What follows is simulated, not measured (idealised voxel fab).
process module | voxel wiring stack
cross-section cut | 200 nm wide | cells 5 nm
A cross-section is a grid of square cells, given in bands from the top down. A band is one or more rows of cells.
Each band's line starts with the height of the band's top and of its bottom, in nm. Then come its materials from left to right, each with its width in nm. One material with "throughout" fills the band from edge to edge. "air" is empty space.
Height 0 is the level under which the wafer as received is all one material. The lowest band goes on downwards, as in "0 down".
A width such as "30 to 40" changes by the same amount from each row of cells to the next, from the band's top row to its bottom row.
"no change" after a step means that no cell of the cross-section changed.
closed voids: empty space of 8 cells or more with no open way to the top, each as width x height at its distance from the left edge, in nm
after a step's settings: what the simulator itself notes on the step
overlay nm, on a step with a mask: how far to the right of its planned place the mask lay; to the left if negative
plan
1 op RECEIVE | material Si
2 op CONFORMAL_DEP | material SiO2 | thk nm 10
3 op CONFORMAL_DEP | material SiN | thk nm 5
4 op DIRECTIONAL_DEP | material SiO2 | thk nm 25
5 op MASKED_ETCH | tone open | mask id METAL_1 | width nm 25 | pitch nm 55 | etch materials SiO2 | depth nm 25 | overlay nm 0
6 op MASKED_ETCH | tone open | mask id METAL_1 | width nm 25 | pitch nm 55 | etch materials SiN | depth nm 5 | overlay nm 0
7 op CONFORMAL_DEP | material TiN | thk nm 5
8 op FILL_DEP | material W | thk nm 5
9 op CMP | height nm 40
10 op EPI | material Ru | thk nm 5
11 op FILL_DEP | material SiCN | thk nm 5
12 op DIRECTIONAL_DEP | material lowk | thk nm 25
13 op PATTERN | tone open | mask id METAL_2 | material resist | width nm 25 | pitch nm 55 | thk nm 15 | overlay nm 0
14 op DIRECTIONAL_ETCH | etch materials lowk | depth nm 15
15 op STRIP | etch materials resist
16 op MASKED_ETCH | tone open | mask id METAL_2_HOLES | width nm 15 | pitch nm 55 | etch materials lowk | depth nm 10 | overlay nm 0
17 op MASKED_ETCH | tone open | mask id METAL_2_HOLES | width nm 15 | pitch nm 55 | etch materials SiCN | depth nm 5 | overlay nm 0
18 op CONFORMAL_DEP | material TiN | thk nm 5
19 op FILL_DEP | material Cu | thk nm 5
20 op CMP | height nm 75
21 op CONFORMAL_DEP | material SiN | thk nm 5
as received, after step 1
  0 down: Si throughout
  closed voids: none
first wafer at the end, as planned
  80 to 75: SiN throughout
  75 to 65: lowk 60 | TiN 5 | Cu 15 | TiN 5 | lowk 30 | TiN 5 | Cu 15 | TiN 5 | lowk 60
  65 to 60: lowk 60 | TiN 5 | Cu 5 | TiN 15 | lowk 30 | TiN 5 | Cu 5 | TiN 15 | lowk 60
  60 to 50: lowk 60 | TiN 5 | Cu 5 | TiN 5 | lowk 40 | TiN 5 | Cu 5 | TiN 5 | lowk 70
  50 to 45: SiCN 60 | TiN 15 | SiCN 40 | TiN 15 | SiCN 70
  45 to 40: SiCN 55 | Ru 35 | SiCN 20 | Ru 35 | SiCN 55
  40 to 15: SiO2 60 | TiN 5 | W 15 | TiN 5 | SiO2 30 | TiN 5 | W 15 | TiN 5 | SiO2 60
  15 to 10: SiN 60 | TiN 25 | SiN 30 | TiN 25 | SiN 60
  10 to 0: SiO2 throughout
  0 down: Si throughout
  closed voids: none
second wafer at the end: like start, like plan, one mistake
  80 to 75: SiN throughout
  75 to 65: lowk 60 | TiN 5 | Cu 15 | TiN 5 | lowk 30 | TiN 5 | Cu 15 | TiN 5 | lowk 60
  65 to 60: lowk 60 | TiN 5 | Cu 5 | TiN 15 | lowk 30 | TiN 5 | Cu 5 | TiN 15 | lowk 60
  60 to 50: lowk 60 | TiN 5 | Cu 5 | TiN 5 | lowk 40 | TiN 5 | Cu 5 | TiN 5 | lowk 70
  50 to 45: SiCN 60 | TiN 15 | SiCN 40 | TiN 15 | SiCN 70
  45 to 40: SiCN 55 | Ru 35 | SiCN 20 | Ru 35 | SiCN 55
  40 to 35: SiN 60 | TiN 25 | SiN 30 | TiN 25 | SiN 60
  35 to 0: SiO2 throughout
  0 down: Si throughout
  closed voids: none
what went wrong: steps 3 and 4 were swapped
at the end the second wafer has, in cells: 50 more of SiO2 | 20 fewer of TiN | 30 fewer of W
